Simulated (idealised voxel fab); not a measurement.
Presented below is a process module, voxel wiring stack.
We display cut, a cross-section 275 nm in width whose square cells are each 5 nm.
We lay out every cross-section as a grid of square cells and spell it out in bands from the top down, where one band means one or more rows of cells. Band: top and bottom heights (nm) first, top before bottom; then materials from left to right, widths in nm. "full width" marks a sole material filling the band edge to edge. "air" denotes empty space. Height datum 0, below which the as-received substrate wafer is one material. Lowest band open at the bottom, running downward: "0..down". Per-row width for "30..40": begins at first number (top row of band), ends at second number (bottom row), increment between rows held constant. Where the words "nothing got changed" appear for a step, the cross-section shows no cell changed by that step; every cell remained as before. Look at "Unvented voids" for the closed voids: empty spaces with no open path to the top, sized 8 cells or up. Each is width x height at distance, distance from the left edge, all nm. Step line, after settings: the simulator's comment on this step. On any step carrying a mask, the "overlay nm" setting, if present on the step's line, tells how far right of its planned place the mask lay; negative values point to the left. In what follows, pairs of cross-sections are presented, each taken before and after one process step, with the after cross-section shown only down to the lowest band that was altered; the step, together with its settings, is stated below the pair. The pairs may stem from different runs of this module on the same starting wafer; accordingly, a pair should be taken as continuing from the one above it solely where its entry headed "Prior to step" indicates as much.
Prior to step
- 100..90 | air 80, aC 10, air 15, aC 25, air 30, aC 10, air 15, aC 25, air 65
- 90..80 | air 80, W 10, air 15, W 25, air 30, W 10, air 15, W 25, air 65
- 80..70 | air 65, aC 15, W 10, air 15, W 25, air 15, aC 15, W 10, air 15, W 25, air 65
- 70..65 | air 65, W 25, air 15, W 25, air 15, W 25, air 15, W 25, air 65
- 65..60 | air 65, W 15, TiN 10, air 15, TiN 25, air 15, W 15, TiN 10, air 15, TiN 25, air 65
- 60..45 | lowk 65, W 15, lowk 65, W 15, lowk 115
- 45..40 | lowk 65, TiN 15, lowk 65, TiN 15, lowk 115
- 40..35 | SiO2 full width
- 35..15 | lowk 60, SiN 5, Ru 25, SiN 5, lowk 5, SiN 5, Ru 25, SiN 5, lowk 5, SiN 5, Ru 25, SiN 5, lowk 5, SiN 5, Ru 25, SiN 5, lowk 60
- 15..10 | SiN 65, TiN 25, SiN 15, TiN 25, SiN 15, TiN 25, SiN 15, TiN 25, SiN 65
- 10..0 | SiO2 full width
- 0..down | Si full width
- Unvented voids: none
Post-Step Appearance
- 90..70 | air 80, W 10, air 15, W 25, air 30, W 10, air 15, W 25, air 65
- No changes below 70.
- Unvented voids: none
The two cross-sections above are separated by a single process step, namely STRIP [etch materials aC]
Prior to step: carried over from the after image of the pair right above.
Post-Step Appearance
- 100..90 | lowk full width
- 90..70 | lowk 80, W 10, lowk 15, W 25, lowk 30, W 10, lowk 15, W 25, lowk 65
- 70..65 | lowk 65, W 25, lowk 15, W 25, lowk 15, W 25, lowk 15, W 25, lowk 65
- 65..60 | lowk 65, W 15, TiN 10, lowk 15, TiN 25, lowk 15, W 15, TiN 10, lowk 15, TiN 25, lowk 65
- No changes below 60.
- Unvented voids: none
The two cross-sections above are separated by a single process step, namely FILL_DEP [material lowk] [thk nm 10]
Prior to step: carried over from the after image of the pair right above.
Post-Step Appearance
- 90..70 | lowk 80, W 10, lowk 15, W 25, lowk 30, W 10, lowk 15, W 25, lowk 65
- No changes below 70.
- Unvented voids: none
The two cross-sections above are separated by a single process step, namely CMP [height nm 90]
Prior to step: carried over from the after image of the pair right above.
Post-Step Appearance
- 95..90 | SiN full width
- No changes below 90.
- Unvented voids: none
The two cross-sections above are separated by a single process step, namely CONFORMAL_DEP [material SiN] [thk nm 5]
Prior to step
- 60..40 | lowk full width
- 40..35 | SiCN full width
- 35..15 | lowk 60, SiN 5, Ru 25, SiN 5, lowk 5, SiN 5, Ru 25, SiN 5, lowk 5, SiN 5, Ru 25, SiN 5, lowk 5, SiN 5, Ru 25, SiN 5, lowk 60
- 15..10 | SiN 65, TiN 25, SiN 15, TiN 25, SiN 15, TiN 25, SiN 15, TiN 25, SiN 65
- 10..0 | SiO2 full width
- 0..down | Si full width
- Unvented voids: none
Post-Step Appearance
- 80..60 | air 65, resist 15, air 65, resist 15, air 115
- No changes below 60.
- Unvented voids: none
The two cross-sections above are separated by a single process step, namely PATTERN [tone cover] [mask id PLUG_1] [material resist] [width nm 15] [pitch nm 80] [thk nm 20] [overlay nm 0]
Prior to step: carried over from the after image of the pair right above.
Post-Step Appearance
- 80..60 | air 65, resist 15, air 65, resist 15, air 115
- 60..40 | air 65, lowk 15, air 65, lowk 15, air 115
- No changes below 40.
- Unvented voids: none
The two cross-sections above are separated by a single process step, namely DIRECTIONAL_ETCH [etch materials lowk] [depth nm 20]
Prior to step: carried over from the after image of the pair right above.
Post-Step Appearance
- 80..60 | air 65, resist 15, air 65, resist 15, air 115
- 60..40 | air 65, lowk 15, air 65, lowk 15, air 115
- 40..35 | air 65, SiCN 15, air 65, SiCN 15, air 115
- No changes below 35.
- Unvented voids: none
The two cross-sections above are separated by a single process step, namely DIRECTIONAL_ETCH [etch materials SiCN] [depth nm 5]
Prior to step: carried over from the after image of the pair right above.
Post-Step Appearance
- 60..40 | air 65, lowk 15, air 65, lowk 15, air 115
- No changes below 40.
- Unvented voids: none
The two cross-sections above are separated by a single process step, namely STRIP [etch materials resist]
Prior to step: carried over from the after image of the pair right above.
Post-Step Appearance
- 60..45 | air 65, lowk 15, air 65, lowk 15, air 115
- 45..40 | air 65, lowk 15, Ru 60, air 5, lowk 15, Ru 60, air 55
- 40..35 | air 65, SiCN 15, Ru 60, air 5, SiCN 15, Ru 60, air 55
- No changes below 35.
- Unvented voids: none
The two cross-sections above are separated by a single process step, namely EPI [material Ru] [thk nm 10]
Prior to step: carried over from the after image of the pair right above.
Post-Step Appearance
- 60..55 | air 65, lowk 15, air 65, lowk 15, air 115
- 55..40 | air 65, lowk 15, Ru 65, lowk 15, Ru 70, air 45
- 40..35 | air 65, SiCN 15, Ru 65, SiCN 15, Ru 70, air 45
- No changes below 35.
- Unvented voids: none
The two cross-sections above are separated by a single process step, namely EPI [material Ru] [thk nm 10]
Prior to step: carried over from the after image of the pair right above.
Post-Step Appearance
- 60..40 | air 65, lowk 15, Ru 65, lowk 15, Ru 75, air 40
- 40..35 | air 65, SiCN 15, Ru 65, SiCN 15, Ru 75, air 40
- No changes below 35.
- Unvented voids: none
The two cross-sections above are separated by a single process step, namely EPI [material Ru] [thk nm 5]
Prior to step: carried over from the after image of the pair right above.
Post-Step Appearance
- 65..60 | air 65, TiN 170, air 40
- 60..40 | air 65, lowk 15, Ru 65, lowk 15, Ru 75, air 40
- 40..35 | TiN 65, SiCN 15, Ru 65, SiCN 15, Ru 75, TiN 40
- No changes below 35.
- Unvented voids: none
The two cross-sections above are separated by a single process step, namely DIRECTIONAL_DEP [material TiN] [thk nm 5]
Prior to step: carried over from the after image of the pair right above.
Post-Step Appearance
- 90..65 | air 65, W 170, air 40
- 65..60 | W 65, TiN 170, W 40
- 60..40 | W 65, lowk 15, Ru 65, lowk 15, Ru 75, W 40
- No changes below 40.
- Unvented voids: none
The two cross-sections above are separated by a single process step, namely DIRECTIONAL_DEP [material W] [thk nm 25]
Prior to step: carried over from the after image of the pair right above.
Post-Step Appearance
- 100..90 | air 65, aC 170, air 40
- 90..75 | air 65, W 170, air 40
- 75..65 | aC 65, W 170, aC 40
- No changes below 65.
- Unvented voids: none
The two cross-sections above are separated by a single process step, namely DIRECTIONAL_DEP [material aC] [thk nm 10]
Prior to step: carried over from the after image of the pair right above.
Post-Step Appearance
- 130..100 | air 65, resist 25, air 15, resist 25, air 15, resist 25, air 15, resist 25, air 65
- No changes below 100.
- Unvented voids: none
The two cross-sections above are separated by a single process step, namely PATTERN [tone cover] [mask id METAL_2] [material resist] [width nm 25] [pitch nm 40] [thk nm 30] [overlay nm 0]
Prior to step: carried over from the after image of the pair right above.
Post-Step Appearance
- 120..100 | air 65, resist 25, air 15, resist 25, air 15, resist 25, air 15, resist 25, air 65
- 100..90 | air 65, aC 25, air 15, aC 25, air 15, aC 25, air 15, aC 25, air 65
- 90..65 | air 65, W 170, air 40
- No changes below 65.
- Unvented voids: none
The two cross-sections above are separated by a single process step, namely DIRECTIONAL_ETCH [etch materials aC] [depth nm 10]
Prior to step: carried over from the after image of the pair right above.
Post-Step Appearance
- 100..90 | air 65, aC 25, air 15, aC 25, air 15, aC 25, air 15, aC 25, air 65
- No changes below 90.
- Unvented voids: none
The two cross-sections above are separated by a single process step, namely STRIP [etch materials resist]
Prior to step: carried over from the after image of the pair right above.
Post-Step Appearance
- 100..90 | air 65, aC 25, air 15, aC 25, air 15, aC 25, air 15, aC 25, air 65
- 90..65 | air 65, W 25, air 15, W 25, air 15, W 25, air 15, W 25, air 65
- 65..60 | air 65, TiN 170, air 40
- 60..40 | air 65, lowk 15, Ru 65, lowk 15, Ru 75, air 40
- No changes below 40.
- Unvented voids: none
The two cross-sections above are separated by a single process step, namely DIRECTIONAL_ETCH [etch materials W] [depth nm 25]
Prior to step: carried over from the after image of the pair right above.
Post-Step Appearance
- 100..90 | air 65, aC 25, air 15, aC 25, air 15, aC 25, air 15, aC 25, air 65
- 90..65 | air 65, W 25, air 15, W 25, air 15, W 25, air 15, W 25, air 65
- 65..60 | air 65, TiN 25, air 15, TiN 25, air 15, TiN 25, air 15, TiN 25, air 65
- 60..40 | air 65, lowk 15, Ru 65, lowk 15, Ru 75, air 40
- 40..35 | air 65, SiCN 15, Ru 65, SiCN 15, Ru 75, air 40
- No changes below 35.
- Unvented voids: none
The two cross-sections above are separated by a single process step, namely DIRECTIONAL_ETCH [etch materials TiN] [depth nm 5]
Prior to step: carried over from the after image of the pair right above.
Post-Step Appearance
- 90..65 | air 65, W 25, air 15, W 25, air 15, W 25, air 15, W 25, air 65
- No changes below 65.
- Unvented voids: none
The two cross-sections above are separated by a single process step, namely STRIP [etch materials aC]
Prior to step: carried over from the after image of the pair right above.
Post-Step Appearance
- 100..90 | lowk full width
- 90..65 | lowk 65, W 25, lowk 15, W 25, lowk 15, W 25, lowk 15, W 25, lowk 65
- 65..60 | lowk 65, TiN 25, lowk 15, TiN 25, lowk 15, TiN 25, lowk 15, TiN 25, lowk 65
- 60..40 | lowk 80, Ru 65, lowk 15, Ru 75, lowk 40
- 40..35 | lowk 65, SiCN 15, Ru 65, SiCN 15, Ru 75, lowk 40
- No changes below 35.
- Unvented voids: none
The two cross-sections above are separated by a single process step, namely FILL_DEP [material lowk] [thk nm 10]
Prior to step: carried over from the after image of the pair right above.
Post-Step Appearance
- 90..65 | lowk 65, W 25, lowk 15, W 25, lowk 15, W 25, lowk 15, W 25, lowk 65
- No changes below 65.
- Unvented voids: none
The two cross-sections above are separated by a single process step, namely CMP [height nm 90]
Prior to step: carried over from the after image of the pair right above.
Post-Step Appearance
- 95..90 | SiN full width
- No changes below 90.
- Unvented voids: none
The two cross-sections above are separated by a single process step, namely CONFORMAL_DEP [material SiN] [thk nm 5]
